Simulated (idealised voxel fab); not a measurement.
voxel wiring stack: a process module
The width of the displayed cross-section, cut, is 255 nm; its cells are square, with a size of 5 nm.
When this document writes out a cross-section, it uses a grid of square cells and lists it as bands, beginning at the top and moving down, with a band standing for one or more rows of cells.
First you get the band's top height and its bottom height, in nm, and then the materials it's made of, left to right, with each width in nm. If you see a single material with "everywhere", that one covers the band edge to edge. "air" is empty space.
For the purposes of this specification, 0 denotes the height below which the wafer in its as-received condition is composed wholly of one material, and the lowermost band, lacking a lower limit, extends downward without end, as expressed in "top 0, no bottom".
Note: "30->40" means the width goes from the first number (top row of the band) to the second number (bottom row) in equal steps per row of cells.
Any step labelled "changes: none" changed none of the cells in the cross-section.
Heads up: "Closed voids list" only lists the empty pockets with no open path to the top that are 8 cells or more, and it writes them as width x height at distance, distance from the left edge, in nm.
Note: text after step settings on the step line = simulator remark on that step.
overlay nm: on a step with a mask, how far right of its planned place the mask lay; negative means left.
[Below is the list of planned process steps]
1: RECEIVE [material Si]
2: CONFORMAL_DEP [material SiO2] [thk nm 15]
3: DIRECTIONAL_DEP [material TiN] [thk nm 5]
4: DIRECTIONAL_DEP [material Ru] [thk nm 20]
5: MASKED_ETCH [tone cover] [mask id METAL_1] [width nm 30] [pitch nm 60] [etch materials Ru] [depth nm 20] [overlay nm 0]
6: MASKED_ETCH [tone cover] [mask id METAL_1] [width nm 30] [pitch nm 60] [etch materials TiN] [depth nm 5] [overlay nm 0]
7: CONFORMAL_DEP [material SiN] [thk nm 5]
8: FILL_DEP [material SiO2] [thk nm 10]
9: CMP [height nm 40]
10: CONFORMAL_DEP [material SiCN] [thk nm 5]
11: DIRECTIONAL_DEP [material lowk] [thk nm 30]
12: PATTERN [tone open] [mask id METAL_2] [material resist] [width nm 30] [pitch nm 60] [thk nm 15] [overlay nm 0]
13: DIRECTIONAL_ETCH [etch materials lowk] [depth nm 20]
14: STRIP [etch materials resist]
15: MASKED_ETCH [tone open] [mask id METAL_2_HOLES] [width nm 15] [pitch nm 120] [etch materials lowk] [depth nm 10] [overlay nm 0]
16: MASKED_ETCH [tone open] [mask id METAL_2_HOLES] [width nm 15] [pitch nm 120] [etch materials SiCN] [depth nm 5] [overlay nm 0]
17: CONFORMAL_DEP [material TiN] [thk nm 5]
18: FILL_DEP [material Cu] [thk nm 5]
19: CMP [height nm 75]
20: CONFORMAL_DEP [material SiCN] [thk nm 5]
21: DIRECTIONAL_DEP [material SiO2] [thk nm 30]
22: MASKED_ETCH [tone open] [mask id METAL_3] [width nm 30] [pitch nm 60] [etch materials SiO2] [depth nm 15] [overlay nm 0]
23: MASKED_ETCH [tone open] [mask id METAL_3_HOLES] [width nm 15] [pitch nm 120] [etch materials SiO2] [depth nm 15] [overlay nm 0]
24: MASKED_ETCH [tone open] [mask id METAL_3_HOLES] [width nm 15] [pitch nm 120] [etch materials SiCN] [depth nm 5] [overlay nm 0]
25: CONFORMAL_DEP [material TiN] [thk nm 5]
26: FILL_DEP [material Cu] [thk nm 10]
27: CMP [height nm 110]
28: CONFORMAL_DEP [material SiCN] [thk nm 5]
29: DIRECTIONAL_DEP [material SiO2] [thk nm 30]
30: PATTERN [tone open] [mask id METAL_4] [material resist] [width nm 30] [pitch nm 60] [thk nm 15] [overlay nm -5]
31: DIRECTIONAL_ETCH [etch materials SiO2] [depth nm 15]
32: STRIP [etch materials resist]
33: MASKED_ETCH [tone open] [mask id METAL_4_HOLES] [width nm 15] [pitch nm 60] [etch materials SiO2] [depth nm 15] [overlay nm 0]
34: MASKED_ETCH [tone open] [mask id METAL_4_HOLES] [width nm 15] [pitch nm 60] [etch materials SiCN] [depth nm 5] [overlay nm 0]
35: CONFORMAL_DEP [material TiN] [thk nm 5]
36: FILL_DEP [material Cu] [thk nm 10]
37: CMP [height nm 145]
38: CONFORMAL_DEP [material SiN] [thk nm 5]
Be aware that, although all wafers share a common starting state, the overlay nm at step 30 differs among them, and the plan displays the first wafer's value.
[Received wafers, first of several: cross-section after step 1]
> top 0, no bottom | Si everywhere
> Closed voids list: none
[The cross-section of the first of several wafers is given below for the end of the module, after its final step, step 38]
> top 150, bottom 145 | SiN everywhere
> top 145, bottom 135 | SiO2 15 nm, TiN 5 nm, Cu 20 nm, TiN 5 nm, SiO2 30 nm, TiN 5 nm, Cu 20 nm, TiN 5 nm, SiO2 30 nm, TiN 5 nm, Cu 20 nm, TiN 5 nm, SiO2 30 nm, TiN 5 nm, Cu 20 nm, TiN 5 nm, SiO2 30 nm
> top 135, bottom 130 | SiO2 15 nm, TiN 10 nm, Cu 5 nm, TiN 15 nm, SiO2 30 nm, TiN 10 nm, Cu 5 nm, TiN 15 nm, SiO2 30 nm, TiN 10 nm, Cu 5 nm, TiN 15 nm, SiO2 30 nm, TiN 10 nm, Cu 5 nm, TiN 15 nm, SiO2 30 nm
> top 130, bottom 115 | SiO2 20 nm, TiN 5 nm, Cu 5 nm, TiN 5 nm, SiO2 45 nm, TiN 5 nm, Cu 5 nm, TiN 5 nm, SiO2 45 nm, TiN 5 nm, Cu 5 nm, TiN 5 nm, SiO2 45 nm, TiN 5 nm, Cu 5 nm, TiN 5 nm, SiO2 40 nm
> top 115, bottom 110 | SiCN 20 nm, TiN 15 nm, SiCN 45 nm, TiN 15 nm, SiCN 45 nm, TiN 15 nm, SiCN 45 nm, TiN 15 nm, SiCN 40 nm
> top 110, bottom 100 | SiO2 20 nm, TiN 5 nm, Cu 20 nm, TiN 5 nm, SiO2 30 nm, TiN 5 nm, Cu 20 nm, TiN 5 nm, SiO2 30 nm, TiN 5 nm, Cu 20 nm, TiN 5 nm, SiO2 30 nm, TiN 5 nm, Cu 20 nm, TiN 5 nm, SiO2 25 nm
> top 100, bottom 95 | SiO2 20 nm, TiN 5 nm, Cu 5 nm, TiN 20 nm, SiO2 30 nm, TiN 30 nm, SiO2 30 nm, TiN 5 nm, Cu 5 nm, TiN 20 nm, SiO2 30 nm, TiN 30 nm, SiO2 25 nm
> top 95, bottom 80 | SiO2 20 nm, TiN 5 nm, Cu 5 nm, TiN 5 nm, SiO2 105 nm, TiN 5 nm, Cu 5 nm, TiN 5 nm, SiO2 100 nm
> top 80, bottom 75 | SiCN 20 nm, TiN 15 nm, SiCN 105 nm, TiN 15 nm, SiCN 100 nm
> top 75, bottom 60 | lowk 20 nm, TiN 5 nm, Cu 20 nm, TiN 5 nm, lowk 30 nm, TiN 5 nm, Cu 20 nm, TiN 5 nm, lowk 30 nm, TiN 5 nm, Cu 20 nm, TiN 5 nm, lowk 30 nm, TiN 5 nm, Cu 20 nm, TiN 5 nm, lowk 25 nm
> top 60, bottom 55 | lowk 20 nm, TiN 5 nm, Cu 5 nm, TiN 20 nm, lowk 30 nm, TiN 30 nm, lowk 30 nm, TiN 5 nm, Cu 5 nm, TiN 20 nm, lowk 30 nm, TiN 30 nm, lowk 25 nm
> top 55, bottom 45 | lowk 20 nm, TiN 5 nm, Cu 5 nm, TiN 5 nm, lowk 105 nm, TiN 5 nm, Cu 5 nm, TiN 5 nm, lowk 100 nm
> top 45, bottom 40 | SiCN 20 nm, TiN 15 nm, SiCN 105 nm, TiN 15 nm, SiCN 100 nm
> top 40, bottom 20 | SiO2 15 nm, SiN 5 nm, Ru 30 nm, SiN 5 nm, SiO2 20 nm, SiN 5 nm, Ru 30 nm, SiN 5 nm, SiO2 20 nm, SiN 5 nm, Ru 30 nm, SiN 5 nm, SiO2 20 nm, SiN 5 nm, Ru 30 nm, SiN 5 nm, SiO2 20 nm
> top 20, bottom 15 | SiN 20 nm, TiN 30 nm, SiN 30 nm, TiN 30 nm, SiN 30 nm, TiN 30 nm, SiN 30 nm, TiN 30 nm, SiN 25 nm
> top 15, bottom 0 | SiO2 everywhere
> top 0, no bottom | Si everywhere
> Closed voids list: none
[Cross-section of the final wafer among several, taken at the end of the module]
> top 150, bottom 145 | SiN everywhere
> top 145, bottom 135 | SiO2 20 nm, TiN 5 nm, Cu 30 nm, TiN 5 nm, SiO2 20 nm, TiN 5 nm, Cu 30 nm, TiN 5 nm, SiO2 20 nm, TiN 5 nm, Cu 30 nm, TiN 5 nm, SiO2 20 nm, TiN 5 nm, Cu 30 nm, TiN 5 nm, SiO2 15 nm
> top 135, bottom 130 | SiO2 20 nm, TiN 40 nm, SiO2 20 nm, TiN 40 nm, SiO2 20 nm, TiN 40 nm, SiO2 20 nm, TiN 40 nm, SiO2 15 nm
> top 130, bottom 115 | SiO2 30 nm, TiN 5 nm, SiO2 55 nm, TiN 5 nm, SiO2 55 nm, TiN 5 nm, SiO2 55 nm, TiN 5 nm, SiO2 40 nm
> top 115, bottom 110 | SiCN 30 nm, TiN 5 nm, SiCN 55 nm, TiN 5 nm, SiCN 55 nm, TiN 5 nm, SiCN 55 nm, TiN 5 nm, SiCN 40 nm
> top 110, bottom 100 | SiO2 20 nm, TiN 5 nm, Cu 20 nm, TiN 5 nm, SiO2 30 nm, TiN 5 nm, Cu 20 nm, TiN 5 nm, SiO2 30 nm, TiN 5 nm, Cu 20 nm, TiN 5 nm, SiO2 30 nm, TiN 5 nm, Cu 20 nm, TiN 5 nm, SiO2 25 nm
> top 100, bottom 95 | SiO2 20 nm, TiN 5 nm, Cu 5 nm, TiN 20 nm, SiO2 30 nm, TiN 30 nm, SiO2 30 nm, TiN 5 nm, Cu 5 nm, TiN 20 nm, SiO2 30 nm, TiN 30 nm, SiO2 25 nm
> top 95, bottom 80 | SiO2 20 nm, TiN 5 nm, Cu 5 nm, TiN 5 nm, SiO2 105 nm, TiN 5 nm, Cu 5 nm, TiN 5 nm, SiO2 100 nm
> top 80, bottom 75 | SiCN 20 nm, TiN 15 nm, SiCN 105 nm, TiN 15 nm, SiCN 100 nm
> top 75, bottom 60 | lowk 20 nm, TiN 5 nm, Cu 20 nm, TiN 5 nm, lowk 30 nm, TiN 5 nm, Cu 20 nm, TiN 5 nm, lowk 30 nm, TiN 5 nm, Cu 20 nm, TiN 5 nm, lowk 30 nm, TiN 5 nm, Cu 20 nm, TiN 5 nm, lowk 25 nm
> top 60, bottom 55 | lowk 20 nm, TiN 5 nm, Cu 5 nm, TiN 20 nm, lowk 30 nm, TiN 30 nm, lowk 30 nm, TiN 5 nm, Cu 5 nm, TiN 20 nm, lowk 30 nm, TiN 30 nm, lowk 25 nm
> top 55, bottom 45 | lowk 20 nm, TiN 5 nm, Cu 5 nm, TiN 5 nm, lowk 105 nm, TiN 5 nm, Cu 5 nm, TiN 5 nm, lowk 100 nm
> top 45, bottom 40 | SiCN 20 nm, TiN 15 nm, SiCN 105 nm, TiN 15 nm, SiCN 100 nm
> top 40, bottom 20 | SiO2 15 nm, SiN 5 nm, Ru 30 nm, SiN 5 nm, SiO2 20 nm, SiN 5 nm, Ru 30 nm, SiN 5 nm, SiO2 20 nm, SiN 5 nm, Ru 30 nm, SiN 5 nm, SiO2 20 nm, SiN 5 nm, Ru 30 nm, SiN 5 nm, SiO2 20 nm
> top 20, bottom 15 | SiN 20 nm, TiN 30 nm, SiN 30 nm, TiN 30 nm, SiN 30 nm, TiN 30 nm, SiN 30 nm, TiN 30 nm, SiN 25 nm
> top 15, bottom 0 | SiO2 everywhere
> top 0, no bottom | Si everywhere
> Closed voids list: none
[Tabulated below, wafer by wafer, are the end-of-module results: for each material, the number of cells gained (+) or lost (-) relative to the as-received state, followed by the closed voids]
overlay nm -5 | +142 Cu | +96 Ru | +129 SiCN | +110 SiN | +643 SiO2 | +212 TiN | +198 lowk | Closed voids list: none
overlay nm 0 | +142 Cu | +96 Ru | +129 SiCN | +110 SiN | +643 SiO2 | +212 TiN | +198 lowk | Closed voids list: none
overlay nm 5 | +134 Cu | +96 Ru | +133 SiCN | +110 SiN | +643 SiO2 | +216 TiN | +198 lowk | Closed voids list: none
overlay nm 10 | +142 Cu | +96 Ru | +137 SiCN | +110 SiN | +643 SiO2 | +204 TiN | +198 lowk | Closed voids list: none
